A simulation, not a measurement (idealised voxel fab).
process module | voxel ribs on slabs
cross-section cut | 230 nm wide | cells 5 nm
A cross-section is a grid of square cells, given in bands from the top down. A band is one or more rows of cells.
Each band's line starts with the height of the band's top and of its bottom, in nm. Then come its materials from left to right, each with its width in nm. One material with "throughout" fills the band from edge to edge. "air" is empty space.
Height 0 is the level under which the wafer as received is all one material. The lowest band goes on downwards, as in "0 down".
A width such as "30 to 40" changes by the same amount from each row of cells to the next, from the band's top row to its bottom row.
"no change" after a step means that no cell of the cross-section changed.
closed voids: empty space of 8 cells or more with no open way to the top, each as width x height at its distance from the left edge, in nm
after a step's settings: what the simulator itself notes on the step
overlay nm, on a step with a mask: how far to the right of its planned place the mask lay; to the left if negative
plan
1 op RECEIVE | material Si
2 op DIRECTIONAL_DEP | material SiO2 | thk nm 25
3 op DIRECTIONAL_DEP | material SiN | thk nm 20
4 op PATTERN | tone cover | mask id RIB | material resist | width nm 20 | thk nm 15 | overlay nm 0
5 op DIRECTIONAL_ETCH | etch materials SiN | depth nm 5
6 op STRIP | etch materials resist
7 op PATTERN | tone cover | mask id SLAB | material resist | width nm 50 | thk nm 20 | overlay nm 0
8 op DIRECTIONAL_ETCH | etch materials SiN | depth nm 15
9 op STRIP | etch materials resist
10 op FILL_DEP | material SiO2 | thk nm 15
11 op CMP | height nm 55
12 op DIRECTIONAL_DEP | material W | thk nm 5
13 op PATTERN | tone cover | mask id HEATER | material resist | width nm 30 | thk nm 20 | overlay nm 0
14 op DIRECTIONAL_ETCH | etch materials W | depth nm 5
15 op STRIP | etch materials resist
16 op CONFORMAL_DEP | material SiN | thk nm 10
as received, after step 1
  0 down: Si throughout
  closed voids: none
a wafer at the end: this start, this plan, one mistake
  75 to 70: air 85 | SiN 60 | air 85
  70 to 60: SiN throughout
  60 to 55: SiN 100 | W 30 | SiN 100
  55 to 45: SiO2 throughout
  45 to 40: SiO2 105 | SiN 20 | SiO2 105
  40 to 25: SiO2 90 | SiN 50 | SiO2 90
  25 to 0: SiO2 throughout
  0 down: Si throughout
  closed voids: none
what went wrong: step 16 ran as: op CONFORMAL_DEP | material SiN | thk nm 15
